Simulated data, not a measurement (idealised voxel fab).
process module | voxel air gaps
cross-section cut | 290 nm wide | cells 5 nm
A cross-section is a grid of square cells, given in bands from the top down. A band is one or more rows of cells.
Each band's line starts with the height of the band's top and of its bottom, in nm. Then come its materials from left to right, each with its width in nm. One material with "throughout" fills the band from edge to edge. "air" is empty space.
Height 0 is the level under which the wafer as received is all one material. The lowest band goes on downwards, as in "0 down".
A width such as "30 to 40" changes by the same amount from each row of cells to the next, from the band's top row to its bottom row.
"no change" after a step means that no cell of the cross-section changed.
closed voids: empty space of 8 cells or more with no open way to the top, each as width x height at its distance from the left edge, in nm
after a step's settings: what the simulator itself notes on the step
overlay nm, on a step with a mask: how far to the right of its planned place the mask lay; to the left if negative
plan
1 op RECEIVE | material Si
2 op CONFORMAL_DEP | material SiO2 | thk nm 15
3 op CONFORMAL_DEP | material SiN | thk nm 5
4 op DIRECTIONAL_DEP | material lowk | thk nm 35
5 op MASKED_ETCH | tone open | mask id LINES | width nm 20 | pitch nm 50 | etch materials lowk | depth nm 35 | overlay nm 0
6 op CONFORMAL_DEP | material TiN | thk nm 5
7 op FILL_DEP | material Cu | thk nm 10
8 op CMP | height nm 55
9 op EPI | material Ru | thk nm 10
10 op SELECTIVE_ETCH | etch materials lowk | depth nm 45
11 op CONFORMAL_DEP | material SiCN | thk nm 5
first wafer, as planned
as received, after step 1
  0 down: Si throughout
  closed voids: none
after step 2
  15 to 0: SiO2 throughout
  below 0: unchanged
after step 3
  20 to 15: SiN throughout
  below 15: unchanged
after step 4
  55 to 20: lowk throughout
  below 20: unchanged
after step 5
  55 to 20: lowk 60 | air 20 | lowk 30 | air 20 | lowk 30 | air 20 | lowk 30 | air 20 | lowk 60
  below 20: unchanged
after step 6
  60 to 55: TiN 65 | air 10 | TiN 40 | air 10 | TiN 40 | air 10 | TiN 40 | air 10 | TiN 65
  55 to 25: lowk 60 | TiN 5 | air 10 | TiN 5 | lowk 30 | TiN 5 | air 10 | TiN 5 | lowk 30 | TiN 5 | air 10 | TiN 5 | lowk 30 | TiN 5 | air 10 | TiN 5 | lowk 60
  25 to 20: lowk 60 | TiN 20 | lowk 30 | TiN 20 | lowk 30 | TiN 20 | lowk 30 | TiN 20 | lowk 60
  below 20: unchanged
after step 7
  70 to 60: Cu throughout
  60 to 55: TiN 65 | Cu 10 | TiN 40 | Cu 10 | TiN 40 | Cu 10 | TiN 40 | Cu 10 | TiN 65
  55 to 25: lowk 60 | TiN 5 | Cu 10 | TiN 5 | lowk 30 | TiN 5 | Cu 10 | TiN 5 | lowk 30 | TiN 5 | Cu 10 | TiN 5 | lowk 30 | TiN 5 | Cu 10 | TiN 5 | lowk 60
  below 25: unchanged
after step 8
  55 to 25: lowk 60 | TiN 5 | Cu 10 | TiN 5 | lowk 30 | TiN 5 | Cu 10 | TiN 5 | lowk 30 | TiN 5 | Cu 10 | TiN 5 | lowk 30 | TiN 5 | Cu 10 | TiN 5 | lowk 60
  below 25: unchanged
after step 9
  65 to 55: air 50 | Ru 40 | air 10 | Ru 40 | air 10 | Ru 40 | air 10 | Ru 40 | air 50
  below 55: unchanged
after step 10
  65 to 55: air 50 | Ru 40 | air 10 | Ru 40 | air 10 | Ru 40 | air 10 | Ru 40 | air 50
  55 to 25: air 60 | TiN 5 | Cu 10 | TiN 5 | air 30 | TiN 5 | Cu 10 | TiN 5 | air 30 | TiN 5 | Cu 10 | TiN 5 | air 30 | TiN 5 | Cu 10 | TiN 5 | air 60
  25 to 20: air 60 | TiN 20 | air 30 | TiN 20 | air 30 | TiN 20 | air 30 | TiN 20 | air 60
  below 20: unchanged
after step 11
  70 to 65: air 45 | SiCN 200 | air 45
  65 to 55: air 45 | SiCN 5 | Ru 40 | SiCN 10 | Ru 40 | SiCN 10 | Ru 40 | SiCN 10 | Ru 40 | SiCN 5 | air 45
  55 to 50: air 45 | SiCN 15 | TiN 5 | Cu 10 | TiN 5 | SiCN 30 | TiN 5 | Cu 10 | TiN 5 | SiCN 30 | TiN 5 | Cu 10 | TiN 5 | SiCN 30 | TiN 5 | Cu 10 | TiN 5 | SiCN 15 | air 45
  50 to 25: air 55 | SiCN 5 | TiN 5 | Cu 10 | TiN 5 | SiCN 5 | air 20 | SiCN 5 | TiN 5 | Cu 10 | TiN 5 | SiCN 5 | air 20 | SiCN 5 | TiN 5 | Cu 10 | TiN 5 | SiCN 5 | air 20 | SiCN 5 | TiN 5 | Cu 10 | TiN 5 | SiCN 5 | air 55
  25 to 20: SiCN 60 | TiN 20 | SiCN 30 | TiN 20 | SiCN 30 | TiN 20 | SiCN 30 | TiN 20 | SiCN 60
  below 20: unchanged
  closed voids: 20 x 25 at 85; 20 x 25 at 135; 20 x 25 at 185
second wafer: like start, like plan, one mistake. Through step 8 it matches the first wafer
when step 9 should have ended
  75 to 55: air 40 | Ru 210 | air 40
  below 55: unchanged
when step 10 should have ended
  75 to 55: air 40 | Ru 210 | air 40
  55 to 25: air 60 | TiN 5 | Cu 10 | TiN 5 | lowk 30 | TiN 5 | Cu 10 | TiN 5 | lowk 30 | TiN 5 | Cu 10 | TiN 5 | lowk 30 | TiN 5 | Cu 10 | TiN 5 | air 60
  25 to 20: air 60 | TiN 20 | lowk 30 | TiN 20 | lowk 30 | TiN 20 | lowk 30 | TiN 20 | air 60
  below 20: unchanged
when step 11 should have ended
  80 to 75: air 35 | SiCN 220 | air 35
  75 to 55: air 35 | SiCN 5 | Ru 210 | SiCN 5 | air 35
  55 to 50: air 35 | SiCN 25 | TiN 5 | Cu 10 | TiN 5 | lowk 30 | TiN 5 | Cu 10 | TiN 5 | lowk 30 | TiN 5 | Cu 10 | TiN 5 | lowk 30 | TiN 5 | Cu 10 | TiN 5 | SiCN 25 | air 35
  50 to 25: air 55 | SiCN 5 | TiN 5 | Cu 10 | TiN 5 | lowk 30 | TiN 5 | Cu 10 | TiN 5 | lowk 30 | TiN 5 | Cu 10 | TiN 5 | lowk 30 | TiN 5 | Cu 10 | TiN 5 | SiCN 5 | air 55
  25 to 20: SiCN 60 | TiN 20 | lowk 30 | TiN 20 | lowk 30 | TiN 20 | lowk 30 | TiN 20 | SiCN 60
  below 20: unchanged
what went wrong: step 9 was run twice
at the end the second wafer has, in cells: 104 more of Ru | 66 fewer of SiCN | 126 more of lowk
closed voids at the end (first wafer, second wafer): 3, 0
